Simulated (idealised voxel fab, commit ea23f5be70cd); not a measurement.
The following is a process module called voxel transistor to metal.
The figure presents cross-section cut, which has a width of 255 nm and is divided into square cells with an edge length of 5 nm.
This document writes a cross-section as a grid whose cells are square, and gives it as bands, listed from the top down; one or more rows of cells form a band.
Top, bottom (nm), then materials left to right with widths (nm); lone material tagged "throughout" fills the whole band edge to edge; "empty" = empty space.
Heights are reckoned from 0. Under this level, the received wafer is all of one material. The bottommost band is open-ended downward, for example "0 down".
The two numbers in a width such as "30 to 40" mark its ends across the band: the first belongs to the top row of cells, the second to the bottom row, and from each row to the next the width moves by the same amount.
"left unchanged" (step): cross-section cells unchanged, all of them.
In the "Enclosed void listing" entry, you get each enclosed empty space of 8 cells or more, one with no open way to the top, written width x height at distance, distance from the left edge, in nm.
Past the settings on a step's line: simulator remark, on that step.
You can add "overlay nm" to a step's line. For a step with a mask, it describes how far the mask lay to the right of its planned position, and a negative number describes a lay to the left.

The steps planned for the process are as follows
step 1: RECEIVE: material Si
step 2: CONFORMAL_DEP: material SiO2, thk nm 5
step 3: CONFORMAL_DEP: material SiN, thk nm 15
step 4: MASKED_ETCH: tone cover, mask id ACTIVE, width nm 90, pitch nm 110, etch materials SiN, depth nm 15, overlay nm 0
step 5: MASKED_ETCH: tone cover, mask id ACTIVE, width nm 90, pitch nm 110, etch materials SiO2, depth nm 5, overlay nm 0
step 6: MASKED_ETCH: tone cover, mask id ACTIVE, width nm 90, pitch nm 110, etch materials Si, depth nm 25, overlay nm 0
step 7: OXIDIZE: depth nm 5
step 8: FILL_DEP: material SiO2, thk nm 10
step 9: CMP: height nm 20
step 10: SELECTIVE_ETCH: etch materials SiO2, depth nm 10
step 11: STRIP: etch materials SiN
step 12: SELECTIVE_ETCH: etch materials SiO2, depth nm 5
step 13: OXIDIZE: depth nm 5
step 14: DIRECTIONAL_DEP: material polySi, thk nm 25
step 15: DIRECTIONAL_DEP: material SiCN, thk nm 15
step 16: PATTERN: tone cover, mask id GATE, material resist, width nm 20, pitch nm 110, thk nm 20, overlay nm 0
step 17: DIRECTIONAL_ETCH: etch materials SiCN, depth nm 25
step 18: DIRECTIONAL_ETCH: etch materials polySi, depth nm 35
step 19: STRIP: etch materials resist
step 20: CONFORMAL_DEP: material SiN, thk nm 10
step 21: DIRECTIONAL_ETCH: etch materials SiN, depth nm 10
step 22: DIRECTIONAL_ETCH: etch materials SiO2, depth nm 5
step 23: DIRECTIONAL_ETCH: etch materials Si, depth nm 10
step 24: EPI: material nSi, thk nm 15
step 25: FILL_DEP: material SiO2, thk nm 5
step 26: CMP: height nm 40
step 27: DIRECTIONAL_DEP: material SiO2, thk nm 10
step 28: PATTERN: tone open, mask id CONTACT, material resist, width nm 25, pitch nm 55, thk nm 15, overlay nm 0
step 29: DIRECTIONAL_ETCH: etch materials SiO2, depth nm 50
step 30: STRIP: etch materials resist
step 31: CONFORMAL_DEP: material TiN, thk nm 5
step 32: FILL_DEP: material Ru, thk nm 5
step 33: CMP: height nm 50
step 34: DIRECTIONAL_DEP: material TiN, thk nm 5
step 35: DIRECTIONAL_DEP: material Ru, thk nm 15
step 36: MASKED_ETCH: tone cover, mask id METAL_1, width nm 15, etch materials Ru, depth nm 15, overlay nm 0
step 37: MASKED_ETCH: tone cover, mask id METAL_1, width nm 15, etch materials TiN, depth nm 5, overlay nm 0
step 38: CONFORMAL_DEP: material SiN, thk nm 5
step 39: FILL_DEP: material SiO2, thk nm 10
step 40: CMP: height nm 70
step 41: CONFORMAL_DEP: material SiCN, thk nm 5
step 42: DIRECTIONAL_DEP: material SiO2, thk nm 30
step 43: MASKED_ETCH: tone open, mask id METAL_2, width nm 15, pitch nm 110, etch materials SiO2, depth nm 15, overlay nm 0
step 44: DIRECTIONAL_DEP: material aC, thk nm 10
step 45: PATTERN: tone open, mask id METAL_2_HOLES, material resist, width nm 15, pitch nm 110, thk nm 30, overlay nm 0
step 46: DIRECTIONAL_ETCH: etch materials aC, depth nm 10
step 47: STRIP: etch materials resist
step 48: DIRECTIONAL_ETCH: etch materials SiO2, depth nm 15
step 49: DIRECTIONAL_ETCH: etch materials SiCN, depth nm 5
step 50: STRIP: etch materials aC
step 51: CONFORMAL_DEP: material TiN, thk nm 5
step 52: FILL_DEP: material Ru, thk nm 5
step 53: CMP: height nm 105
step 54: CONFORMAL_DEP: material SiN, thk nm 5

First of two wafers: run as planned

Wafer cross-section on receipt, i.e. after step 1
	0 down = Si throughout
	Enclosed void listing: none

Wafer section view after processing step 2
	5 to 0 = SiO2 throughout
	Everything below 0 is unchanged.

Wafer section view after processing step 3
	20 to 5 = SiN throughout
	Everything below 5 is unchanged.

Wafer section view after processing step 4
	20 to 5 = empty=25, SiN=90, empty=20, SiN=90, empty=30
	Everything below 5 is unchanged.

Wafer section view after processing step 5
	20 to 5 = empty=25, SiN=90, empty=20, SiN=90, empty=30
	5 to 0 = empty=25, SiO2=90, empty=20, SiO2=90, empty=30
	Everything below 0 is unchanged.

Wafer section view after processing step 6
	20 to 5 = empty=25, SiN=90, empty=20, SiN=90, empty=30
	5 to 0 = empty=25, SiO2=90, empty=20, SiO2=90, empty=30
	0 to -25 = empty=25, Si=90, empty=20, Si=90, empty=30
	Everything below -25 is unchanged.

Wafer section view after processing step 7
	20 to 5 = empty=25, SiN=90, empty=20, SiN=90, empty=30
	5 to 0 = empty=25, SiO2=90, empty=20, SiO2=90, empty=30
	0 to -25 = empty=25, SiO2=5, Si=80, SiO2=5, empty=20, SiO2=5, Si=80, SiO2=5, empty=30
	-25 to -30 = SiO2=30, Si=80, SiO2=30, Si=80, SiO2=35
	Everything below -30 is unchanged.

Wafer section view after processing step 8
	30 to 20 = SiO2 throughout
	20 to 5 = SiO2=25, SiN=90, SiO2=20, SiN=90, SiO2=30
	5 to 0 = SiO2 throughout
	0 to -30 = SiO2=30, Si=80, SiO2=30, Si=80, SiO2=35
	Everything below -30 is unchanged.

Wafer section view after processing step 9
	20 to 5 = SiO2=25, SiN=90, SiO2=20, SiN=90, SiO2=30
	Everything below 5 is unchanged.

Wafer section view after processing step 10
	20 to 10 = empty=25, SiN=90, empty=20, SiN=90, empty=30
	Everything below 10 is unchanged.

Wafer section view after processing step 11
	10 to 5 = SiO2=25, empty=90, SiO2=20, empty=90, SiO2=30
	Everything below 5 is unchanged.

Wafer section view after processing step 12
	5 to 0 = SiO2=20, empty=100, SiO2=10, empty=100, SiO2=25
	Everything below 0 is unchanged.

Wafer section view after processing step 13
	5 to 0 = SiO2=20, empty=100, SiO2=10, empty=100, SiO2=25
	0 to -5 = SiO2 throughout
	Everything below -5 is unchanged.

Wafer section view after processing step 14
	30 to 25 = polySi=20, empty=100, polySi=10, empty=100, polySi=25
	25 to 5 = polySi throughout
	5 to 0 = SiO2=20, polySi=100, SiO2=10, polySi=100, SiO2=25
	Everything below 0 is unchanged.

Wafer section view after processing step 15
	45 to 40 = SiCN=20, empty=100, SiCN=10, empty=100, SiCN=25
	40 to 30 = SiCN throughout
	30 to 25 = polySi=20, SiCN=100, polySi=10, SiCN=100, polySi=25
	Everything below 25 is unchanged.

Wafer section view after processing step 16
	65 to 45 = empty=60, resist=20, empty=90, resist=20, empty=65
	45 to 40 = SiCN=20, empty=40, resist=20, empty=40, SiCN=10, empty=40, resist=20, empty=40, SiCN=25
	Everything below 40 is unchanged.

Wafer section view after processing step 17
	65 to 40 = empty=60, resist=20, empty=90, resist=20, empty=65
	40 to 30 = empty=60, SiCN=20, empty=90, SiCN=20, empty=65
	30 to 25 = polySi=20, empty=40, SiCN=20, empty=40, polySi=10, empty=40, SiCN=20, empty=40, polySi=25
	Everything below 25 is unchanged.

Wafer section view after processing step 18
	65 to 40 = empty=60, resist=20, empty=90, resist=20, empty=65
	40 to 25 = empty=60, SiCN=20, empty=90, SiCN=20, empty=65
	25 to 5 = empty=60, polySi=20, empty=90, polySi=20, empty=65
	5 to 0 = SiO2=20, empty=40, polySi=20, empty=40, SiO2=10, empty=40, polySi=20, empty=40, SiO2=25
	Everything below 0 is unchanged.

Wafer section view after processing step 19
	40 to 25 = empty=60, SiCN=20, empty=90, SiCN=20, empty=65
	Everything below 25 is unchanged.

Wafer section view after processing step 20
	50 to 40 = empty=50, SiN=40, empty=70, SiN=40, empty=55
	40 to 25 = empty=50, SiN=10, SiCN=20, SiN=10, empty=70, SiN=10, SiCN=20, SiN=10, empty=55
	25 to 15 = empty=50, SiN=10, polySi=20, SiN=10, empty=70, SiN=10, polySi=20, SiN=10, empty=55
	15 to 10 = SiN=30, empty=20, SiN=10, polySi=20, SiN=10, empty=20, SiN=30, empty=20, SiN=10, polySi=20, SiN=10, empty=20, SiN=35
	10 to 5 = SiN=60, polySi=20, SiN=90, polySi=20, SiN=65
	5 to 0 = SiO2=20, SiN=40, polySi=20, SiN=40, SiO2=10, SiN=40, polySi=20, SiN=40, SiO2=25
	Everything below 0 is unchanged.

Wafer section view after processing step 21
	40 to 25 = empty=50, SiN=10, SiCN=20, SiN=10, empty=70, SiN=10, SiCN=20, SiN=10, empty=55
	25 to 5 = empty=50, SiN=10, polySi=20, SiN=10, empty=70, SiN=10, polySi=20, SiN=10, empty=55
	5 to 0 = SiO2=20, SiN=10, empty=20, SiN=10, polySi=20, SiN=10, empty=20, SiN=10, SiO2=10, SiN=10, empty=20, SiN=10, polySi=20, SiN=10, empty=20, SiN=10, SiO2=25
	Everything below 0 is unchanged.

Wafer section view after processing step 22
	40 to 25 = empty=50, SiN=10, SiCN=20, SiN=10, empty=70, SiN=10, SiCN=20, SiN=10, empty=55
	25 to 5 = empty=50, SiN=10, polySi=20, SiN=10, empty=70, SiN=10, polySi=20, SiN=10, empty=55
	5 to 0 = empty=20, SiN=10, empty=20, SiN=10, polySi=20, SiN=10, empty=20, SiN=10, empty=10, SiN=10, empty=20, SiN=10, polySi=20, SiN=10, empty=20, SiN=10, empty=25
	0 to -5 = SiO2=30, empty=20, SiO2=40, empty=20, SiO2=30, empty=20, SiO2=40, empty=20, SiO2=35
	Everything below -5 is unchanged.

Wafer section view after processing step 23
	40 to 25 = empty=50, SiN=10, SiCN=20, SiN=10, empty=70, SiN=10, SiCN=20, SiN=10, empty=55
	25 to 5 = empty=50, SiN=10, polySi=20, SiN=10, empty=70, SiN=10, polySi=20, SiN=10, empty=55
	5 to 0 = empty=20, SiN=10, empty=20, SiN=10, polySi=20, SiN=10, empty=20, SiN=10, empty=10, SiN=10, empty=20, SiN=10, polySi=20, SiN=10, empty=20, SiN=10, empty=25
	0 to -5 = SiO2=30, empty=20, SiO2=40, empty=20, SiO2=30, empty=20, SiO2=40, empty=20, SiO2=35
	-5 to -15 = SiO2=30, empty=20, Si=40, empty=20, SiO2=30, empty=20, Si=40, empty=20, SiO2=35
	Everything below -15 is unchanged.

Wafer section view after processing step 24
	40 to 25 = empty=50, SiN=10, SiCN=20, SiN=10, empty=70, SiN=10, SiCN=20, SiN=10, empty=55
	25 to 10 = empty=50, SiN=10, polySi=20, SiN=10, empty=70, SiN=10, polySi=20, SiN=10, empty=55
	10 to 5 = empty=35, nSi=15, SiN=10, polySi=20, SiN=10, nSi=15, empty=40, nSi=15, SiN=10, polySi=20, SiN=10, nSi=15, empty=40
	5 to 0 = empty=20, SiN=10, empty=5, nSi=15, SiN=10, polySi=20, SiN=10, nSi=15, empty=5, SiN=10, empty=10, SiN=10, empty=5, nSi=15, SiN=10, polySi=20, SiN=10, nSi=15, empty=5, SiN=10, empty=25
	0 to -5 = SiO2=30, nSi=20, SiO2=40, nSi=20, SiO2=30, nSi=20, SiO2=40, nSi=20, SiO2=35
	-5 to -15 = SiO2=30, nSi=20, Si=40, nSi=20, SiO2=30, nSi=20, Si=40, nSi=20, SiO2=35
	Everything below -15 is unchanged.

Wafer section view after processing step 25
	45 to 40 = SiO2 throughout
	40 to 25 = SiO2=50, SiN=10, SiCN=20, SiN=10, SiO2=70, SiN=10, SiCN=20, SiN=10, SiO2=55
	25 to 10 = SiO2=50, SiN=10, polySi=20, SiN=10, SiO2=70, SiN=10, polySi=20, SiN=10, SiO2=55
	10 to 5 = SiO2=35, nSi=15, SiN=10, polySi=20, SiN=10, nSi=15, SiO2=40, nSi=15, SiN=10, polySi=20, SiN=10, nSi=15, SiO2=40
	5 to 0 = SiO2=20, SiN=10, SiO2=5, nSi=15, SiN=10, polySi=20, SiN=10, nSi=15, SiO2=5, SiN=10, SiO2=10, SiN=10, SiO2=5, nSi=15, SiN=10, polySi=20, SiN=10, nSi=15, SiO2=5, SiN=10, SiO2=25
	Everything below 0 is unchanged.

Wafer section view after processing step 26
	40 to 25 = SiO2=50, SiN=10, SiCN=20, SiN=10, SiO2=70, SiN=10, SiCN=20, SiN=10, SiO2=55
	Everything below 25 is unchanged.

Wafer section view after processing step 27
	50 to 40 = SiO2 throughout
	Everything below 40 is unchanged.

Wafer section view after processing step 28
	65 to 50 = resist=30, empty=25, resist=30, empty=25, resist=30, empty=25, resist=30, empty=25, resist=35
	Everything below 50 is unchanged.

Wafer section view after processing step 29
	65 to 50 = resist=30, empty=25, resist=30, empty=25, resist=30, empty=25, resist=30, empty=25, resist=35
	50 to 40 = SiO2=30, empty=25, SiO2=30, empty=25, SiO2=30, empty=25, SiO2=30, empty=25, SiO2=35
	40 to 25 = SiO2=30, empty=20, SiN=10, SiCN=20, SiN=10, empty=20, SiO2=30, empty=20, SiN=10, SiCN=20, SiN=10, empty=20, SiO2=35
	25 to 10 = SiO2=30, empty=20, SiN=10, polySi=20, SiN=10, empty=20, SiO2=30, empty=20, SiN=10, polySi=20, SiN=10, empty=20, SiO2=35
	10 to 5 = SiO2=30, empty=5, nSi=15, SiN=10, polySi=20, SiN=10, nSi=15, empty=5, SiO2=30, empty=5, nSi=15, SiN=10, polySi=20, SiN=10, nSi=15, empty=5, SiO2=35
	5 to 0 = SiO2=20, SiN=10, empty=5, nSi=15, SiN=10, polySi=20, SiN=10, nSi=15, empty=5, SiN=10, SiO2=10, SiN=10, empty=5, nSi=15, SiN=10, polySi=20, SiN=10, nSi=15, empty=5, SiN=10, SiO2=25
	Everything below 0 is unchanged.

Wafer section view after processing step 30
	50 to 40 = SiO2=30, empty=25, SiO2=30, empty=25, SiO2=30, empty=25, SiO2=30, empty=25, SiO2=35
	Everything below 40 is unchanged.

Wafer section view after processing step 31
	55 to 50 = TiN=35, empty=15, TiN=40, empty=15, TiN=40, empty=15, TiN=40, empty=15, TiN=40
	50 to 40 = SiO2=30, TiN=5, empty=15 to 10, TiN=5 to 10, SiO2=30, TiN=5 to 10, empty=15 to 10, TiN=5, SiO2=30, TiN=5, empty=15 to 10, TiN=5 to 10, SiO2=30, TiN=5 to 10, empty=15 to 10, TiN=5, SiO2=35
	40 to 25 = SiO2=30, TiN=5, empty=10, TiN=5, SiN=10, SiCN=20, SiN=10, TiN=5, empty=10, TiN=5, SiO2=30, TiN=5, empty=10, TiN=5, SiN=10, SiCN=20, SiN=10, TiN=5, empty=10, TiN=5, SiO2=35
	25 to 15 = SiO2=30, TiN=5, empty=10, TiN=5, SiN=10, polySi=20, SiN=10, TiN=5, empty=10, TiN=5, SiO2=30, TiN=5, empty=10, TiN=5, SiN=10, polySi=20, SiN=10, TiN=5, empty=10, TiN=5, SiO2=35
	15 to 10 = SiO2=30, TiN=20, SiN=10, polySi=20, SiN=10, TiN=20, SiO2=30, TiN=20, SiN=10, polySi=20, SiN=10, TiN=20, SiO2=35
	10 to 5 = SiO2=30, TiN=5, nSi=15, SiN=10, polySi=20, SiN=10, nSi=15, TiN=5, SiO2=30, TiN=5, nSi=15, SiN=10, polySi=20, SiN=10, nSi=15, TiN=5, SiO2=35
	5 to 0 = SiO2=20, SiN=10, TiN=5, nSi=15, SiN=10, polySi=20, SiN=10, nSi=15, TiN=5, SiN=10, SiO2=10, SiN=10, TiN=5, nSi=15, SiN=10, polySi=20, SiN=10, nSi=15, TiN=5, SiN=10, SiO2=25
	Everything below 0 is unchanged.

Wafer section view after processing step 32
	60 to 55 = Ru throughout
	55 to 50 = TiN=35, Ru=15, TiN=40, Ru=15, TiN=40, Ru=15, TiN=40, Ru=15, TiN=40
	50 to 40 = SiO2=30, TiN=5, Ru=15 to 10, TiN=5 to 10, SiO2=30, TiN=5 to 10, Ru=15 to 10, TiN=5, SiO2=30, TiN=5, Ru=15 to 10, TiN=5 to 10, SiO2=30, TiN=5 to 10, Ru=15 to 10, TiN=5, SiO2=35
	40 to 25 = SiO2=30, TiN=5, Ru=10, TiN=5, SiN=10, SiCN=20, SiN=10, TiN=5, Ru=10, TiN=5, SiO2=30, TiN=5, Ru=10, TiN=5, SiN=10, SiCN=20, SiN=10, TiN=5, Ru=10, TiN=5, SiO2=35
	25 to 15 = SiO2=30, TiN=5, Ru=10, TiN=5, SiN=10, polySi=20, SiN=10, TiN=5, Ru=10, TiN=5, SiO2=30, TiN=5, Ru=10, TiN=5, SiN=10, polySi=20, SiN=10, TiN=5, Ru=10, TiN=5, SiO2=35
	Everything below 15 is unchanged.

Wafer section view after processing step 33
	50 to 40 = SiO2=30, TiN=5, Ru=15 to 10, TiN=5 to 10, SiO2=30, TiN=5 to 10, Ru=15 to 10, TiN=5, SiO2=30, TiN=5, Ru=15 to 10, TiN=5 to 10, SiO2=30, TiN=5 to 10, Ru=15 to 10, TiN=5, SiO2=35
	Everything below 40 is unchanged.

Wafer section view after processing step 34
	55 to 50 = TiN throughout
	Everything below 50 is unchanged.

Wafer section view after processing step 35
	70 to 55 = Ru throughout
	Everything below 55 is unchanged.

Wafer section view after processing step 36
	70 to 55 = empty=30, Ru=15, empty=50, Ru=15, empty=30, Ru=15, empty=50, Ru=15, empty=35
	Everything below 55 is unchanged.

Wafer section view after processing step 37
	70 to 55 = empty=30, Ru=15, empty=50, Ru=15, empty=30, Ru=15, empty=50, Ru=15, empty=35
	55 to 50 = empty=30, TiN=15, empty=50, TiN=15, empty=30, TiN=15, empty=50, TiN=15, empty=35
	Everything below 50 is unchanged.

Wafer section view after processing step 38
	75 to 70 = empty=25, SiN=25, empty=40, SiN=25, empty=20, SiN=25, empty=40, SiN=25, empty=30
	70 to 55 = empty=25, SiN=5, Ru=15, SiN=5, empty=40, SiN=5, Ru=15, SiN=5, empty=20, SiN=5, Ru=15, SiN=5, empty=40, SiN=5, Ru=15, SiN=5, empty=30
	55 to 50 = SiN=30, TiN=15, SiN=50, TiN=15, SiN=30, TiN=15, SiN=50, TiN=15, SiN=35
	Everything below 50 is unchanged.

Wafer section view after processing step 39
	85 to 75 = SiO2 throughout
	75 to 70 = SiO2=25, SiN=25, SiO2=40, SiN=25, SiO2=20, SiN=25, SiO2=40, SiN=25, SiO2=30
	70 to 55 = SiO2=25, SiN=5, Ru=15, SiN=5, SiO2=40, SiN=5, Ru=15, SiN=5, SiO2=20, SiN=5, Ru=15, SiN=5, SiO2=40, SiN=5, Ru=15, SiN=5, SiO2=30
	Everything below 55 is unchanged.

Wafer section view after processing step 40
	70 to 55 = SiO2=25, SiN=5, Ru=15, SiN=5, SiO2=40, SiN=5, Ru=15, SiN=5, SiO2=20, SiN=5, Ru=15, SiN=5, SiO2=40, SiN=5, Ru=15, SiN=5, SiO2=30
	Everything below 55 is unchanged.

Wafer section view after processing step 41
	75 to 70 = SiCN throughout
	Everything below 70 is unchanged.

Wafer section view after processing step 42
	105 to 75 = SiO2 throughout
	Everything below 75 is unchanged.

Wafer section view after processing step 43
	105 to 90 = SiO2=30, empty=15, SiO2=95, empty=15, SiO2=100
	Everything below 90 is unchanged.

Wafer section view after processing step 44
	115 to 105 = aC=30, empty=15, aC=95, empty=15, aC=100
	105 to 100 = SiO2=30, empty=15, SiO2=95, empty=15, SiO2=100
	100 to 90 = SiO2=30, aC=15, SiO2=95, aC=15, SiO2=100
	Everything below 90 is unchanged.

Wafer section view after processing step 45
	145 to 115 = resist=30, empty=15, resist=95, empty=15, resist=100
	Everything below 115 is unchanged.

Wafer section view after processing step 46
	135 to 115 = resist=30, empty=15, resist=95, empty=15, resist=100
	115 to 105 = aC=30, empty=15, aC=95, empty=15, aC=100
	105 to 90 = SiO2=30, empty=15, SiO2=95, empty=15, SiO2=100
	Everything below 90 is unchanged.

Wafer section view after processing step 47
	115 to 105 = aC=30, empty=15, aC=95, empty=15, aC=100
	Everything below 105 is unchanged.

Wafer section view after processing step 48
	115 to 105 = aC=30, empty=15, aC=95, empty=15, aC=100
	105 to 75 = SiO2=30, empty=15, SiO2=95, empty=15, SiO2=100
	Everything below 75 is unchanged.

Wafer section view after processing step 49
	115 to 105 = aC=30, empty=15, aC=95, empty=15, aC=100
	105 to 75 = SiO2=30, empty=15, SiO2=95, empty=15, SiO2=100
	75 to 70 = SiCN=30, empty=15, SiCN=95, empty=15, SiCN=100
	Everything below 70 is unchanged.

Wafer section view after processing step 50
	105 to 75 = SiO2=30, empty=15, SiO2=95, empty=15, SiO2=100
	Everything below 75 is unchanged.

Wafer section view after processing step 51
	110 to 105 = TiN=35, empty=5, TiN=105, empty=5, TiN=105
	105 to 75 = SiO2=30, TiN=5, empty=5, TiN=5, SiO2=95, TiN=5, empty=5, TiN=5, SiO2=100
	75 to 70 = SiCN=30, TiN=15, SiCN=95, TiN=15, SiCN=100
	Everything below 70 is unchanged.

Wafer section view after processing step 52
	115 to 110 = Ru throughout
	110 to 105 = TiN=35, Ru=5, TiN=105, Ru=5, TiN=105
	105 to 75 = SiO2=30, TiN=5, Ru=5, TiN=5, SiO2=95, TiN=5, Ru=5, TiN=5, SiO2=100
	Everything below 75 is unchanged.

Wafer section view after processing step 53
	105 to 75 = SiO2=30, TiN=5, Ru=5, TiN=5, SiO2=95, TiN=5, Ru=5, TiN=5, SiO2=100
	Everything below 75 is unchanged.

Wafer section view after processing step 54
	110 to 105 = SiN throughout
	Everything below 105 is unchanged.

Second wafer - shared start and plan with the first - one error in running - same as the first up to step 40 inclusive

Here is the second wafer in cross-section at the point where step 41 of the plan should have been done
	75 to 70 = Ru throughout
	Everything below 70 is unchanged.

Here is the second wafer in cross-section at the point where step 42 of the plan should have been done
	105 to 75 = SiO2 throughout
	Everything below 75 is unchanged.

Here is the second wafer in cross-section at the point where step 43 of the plan should have been done
	105 to 90 = SiO2=30, empty=15, SiO2=95, empty=15, SiO2=100
	Everything below 90 is unchanged.

Here is the second wafer in cross-section at the point where step 44 of the plan should have been done
	115 to 105 = aC=30, empty=15, aC=95, empty=15, aC=100
	105 to 100 = SiO2=30, empty=15, SiO2=95, empty=15, SiO2=100
	100 to 90 = SiO2=30, aC=15, SiO2=95, aC=15, SiO2=100
	Everything below 90 is unchanged.

Here is the second wafer in cross-section at the point where step 45 of the plan should have been done
	145 to 115 = resist=30, empty=15, resist=95, empty=15, resist=100
	Everything below 115 is unchanged.

Here is the second wafer in cross-section at the point where step 46 of the plan should have been done
	135 to 115 = resist=30, empty=15, resist=95, empty=15, resist=100
	115 to 105 = aC=30, empty=15, aC=95, empty=15, aC=100
	105 to 90 = SiO2=30, empty=15, SiO2=95, empty=15, SiO2=100
	Everything below 90 is unchanged.

Here is the second wafer in cross-section at the point where step 47 of the plan should have been done
	115 to 105 = aC=30, empty=15, aC=95, empty=15, aC=100
	Everything below 105 is unchanged.

Here is the second wafer in cross-section at the point where step 48 of the plan should have been done
	115 to 105 = aC=30, empty=15, aC=95, empty=15, aC=100
	105 to 75 = SiO2=30, empty=15, SiO2=95, empty=15, SiO2=100
	Everything below 75 is unchanged.

Here is the second wafer in cross-section at the point where step 49 of the plan should have been done: left unchanged

Here is the second wafer in cross-section at the point where step 50 of the plan should have been done
	105 to 75 = SiO2=30, empty=15, SiO2=95, empty=15, SiO2=100
	Everything below 75 is unchanged.

Here is the second wafer in cross-section at the point where step 51 of the plan should have been done
	110 to 105 = TiN=35, empty=5, TiN=105, empty=5, TiN=105
	105 to 80 = SiO2=30, TiN=5, empty=5, TiN=5, SiO2=95, TiN=5, empty=5, TiN=5, SiO2=100
	80 to 75 = SiO2=30, TiN=15, SiO2=95, TiN=15, SiO2=100
	Everything below 75 is unchanged.

Here is the second wafer in cross-section at the point where step 52 of the plan should have been done
	115 to 110 = Ru throughout
	110 to 105 = TiN=35, Ru=5, TiN=105, Ru=5, TiN=105
	105 to 80 = SiO2=30, TiN=5, Ru=5, TiN=5, SiO2=95, TiN=5, Ru=5, TiN=5, SiO2=100
	Everything below 80 is unchanged.

Here is the second wafer in cross-section at the point where step 53 of the plan should have been done
	105 to 80 = SiO2=30, TiN=5, Ru=5, TiN=5, SiO2=95, TiN=5, Ru=5, TiN=5, SiO2=100
	Everything below 80 is unchanged.

Here is the second wafer in cross-section at the point where step 54 of the plan should have been done
	110 to 105 = SiN throughout
	Everything below 105 is unchanged.
Nonconformance to the process plan: it should be noted that step 41 was executed with settings other than those planned, the operation and settings actually applied being CONFORMAL_DEP: material Ru, thk nm 5
Counted in cells at the end, the second wafer holds more or fewer of these materials than the first: 49 more of Ru | 45 fewer of SiCN | 4 fewer of TiN
